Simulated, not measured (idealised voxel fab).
Presented below is a process module, voxel self aligned vias.
The cross-section shown here is cut; it is 175 nm wide and divided into square cells measuring 5 nm on a side.
How to read a cross-section here: the picture is a grid of square cells, written as bands going from the top down, and any band can span one or more rows of cells.
Top, bottom (nm), then materials left to right with widths (nm); lone material tagged "throughout" fills the whole band edge to edge; "empty" = empty space.
For the purposes of this specification, 0 denotes the height below which the wafer in its as-received condition is composed wholly of one material, and the lowermost band, lacking a lower limit, extends downward without end, as expressed in "top 0, no bottom".
Note: "30..40" means the width goes from the first number (top row of the band) to the second number (bottom row) in equal steps per row of cells.
The designation "no alteration", where it is given for a processing step, indicates that no cell of the cross-section was altered in the course of that step.
The entry "Enclosed cavities" lists the empty spaces that cover at least 8 cells and have no open path to the top. Each is written as width x height at distance, where the distance is measured from the left edge and all three values are in nm.
Where a step's line continues beyond its settings, the continuation is a remark by the simulator itself on that step.
overlay nm: step with mask; distance mask lay right of planned place; negative value = left of planned place.
THE PROCESS STEPS THAT WERE PLANNED ARE LISTED BELOW
1) op RECEIVE | material Si
2) op CONFORMAL_DEP | material SiO2 | thk nm 10
3) op CONFORMAL_DEP | material SiCN | thk nm 5
4) op DIRECTIONAL_DEP | material SiO2 | thk nm 25
5) op MASKED_ETCH | tone open | mask id LINES | width nm 25 | pitch nm 65 | etch materials SiO2 | depth nm 25 | overlay nm 0
6) op CONFORMAL_DEP | material TiN | thk nm 5
7) op FILL_DEP | material Ru | thk nm 5
8) op CMP | height nm 40
9) op SELECTIVE_ETCH | etch materials W Ru TiN | depth nm 5
10) op FILL_DEP | material SiN | thk nm 5
11) op CMP | height nm 40
12) op DIRECTIONAL_DEP | material SiO2 | thk nm 20
13) op DIRECTIONAL_DEP | material aC | thk nm 15
14) op PATTERN | tone open | mask id VIAS | material resist | width nm 35 | thk nm 35 | overlay nm 0
15) op DIRECTIONAL_ETCH | etch materials aC | depth nm 15
16) op STRIP | etch materials resist
17) op DIRECTIONAL_ETCH | etch materials SiO2 | depth nm 20
18) op DIRECTIONAL_ETCH | etch materials SiN | depth nm 5
19) op STRIP | etch materials aC
20) op CONFORMAL_DEP | material TiN | thk nm 5
21) op FILL_DEP | material Cu | thk nm 5
22) op CMP | height nm 60
23) op CONFORMAL_DEP | material SiCN | thk nm 5
CROSS-SECTION, INCOMING MATERIAL, AFTER STEP 1
top 0, no bottom  Si throughout
Enclosed cavities: none
FIRST OF TWO WAFERS, END-OF-MODULE SECTION, RUN FOLLOWED PLAN
top 65, bottom 60  SiCN throughout
top 60, bottom 45  35 of SiO2; 5 of TiN; 25 of Cu; 5 of TiN; 105 of SiO2
top 45, bottom 40  35 of SiO2; 10 of TiN; 15 of Cu; 10 of TiN; 105 of SiO2
top 40, bottom 35  40 of SiO2; 25 of TiN; 40 of SiO2; 25 of SiN; 45 of SiO2
top 35, bottom 20  40 of SiO2; 5 of TiN; 15 of Ru; 5 of TiN; 40 of SiO2; 5 of TiN; 15 of Ru; 5 of TiN; 45 of SiO2
top 20, bottom 15  40 of SiO2; 25 of TiN; 40 of SiO2; 25 of TiN; 45 of SiO2
top 15, bottom 10  SiCN throughout
top 10, bottom 0  SiO2 throughout
top 0, no bottom  Si throughout
Enclosed cavities: none
CROSS-SECTION, SECOND WAFER: SAME START AS THE FIRST, SAME PLAN AS THE FIRST, ONE MISTAKE IN RUNNING IT; TAKEN AT THE END OF THE MODULE
top 65, bottom 60  SiCN throughout
top 60, bottom 45  30 of Cu; 5 of TiN; 35 of SiO2; 5 of TiN; 100 of Cu
top 45, bottom 40  35 of TiN; 35 of SiO2; 40 of TiN; 15 of Cu; 50 of TiN
top 40, bottom 35  40 of SiO2; 25 of SiN; 40 of SiO2; 25 of TiN; 45 of SiO2
top 35, bottom 20  40 of SiO2; 5 of TiN; 15 of Ru; 5 of TiN; 40 of SiO2; 5 of TiN; 15 of Ru; 5 of TiN; 45 of SiO2
top 20, bottom 15  40 of SiO2; 25 of TiN; 40 of SiO2; 25 of TiN; 45 of SiO2
top 15, bottom 10  SiCN throughout
top 10, bottom 0  SiO2 throughout
top 0, no bottom  Si throughout
Enclosed cavities: none
Error vs. plan: the process deviated at step 14: the operation and settings actually run there were op PATTERN | tone cover | mask id VIAS | material resist | width nm 35 | thk nm 35 | overlay nm 0
It is noted that, at the conclusion of processing, the second wafer exhibits a higher or lower cell count for certain materials relative to the first: Cu: 63 more | SiO2: 84 fewer | TiN: 21 more
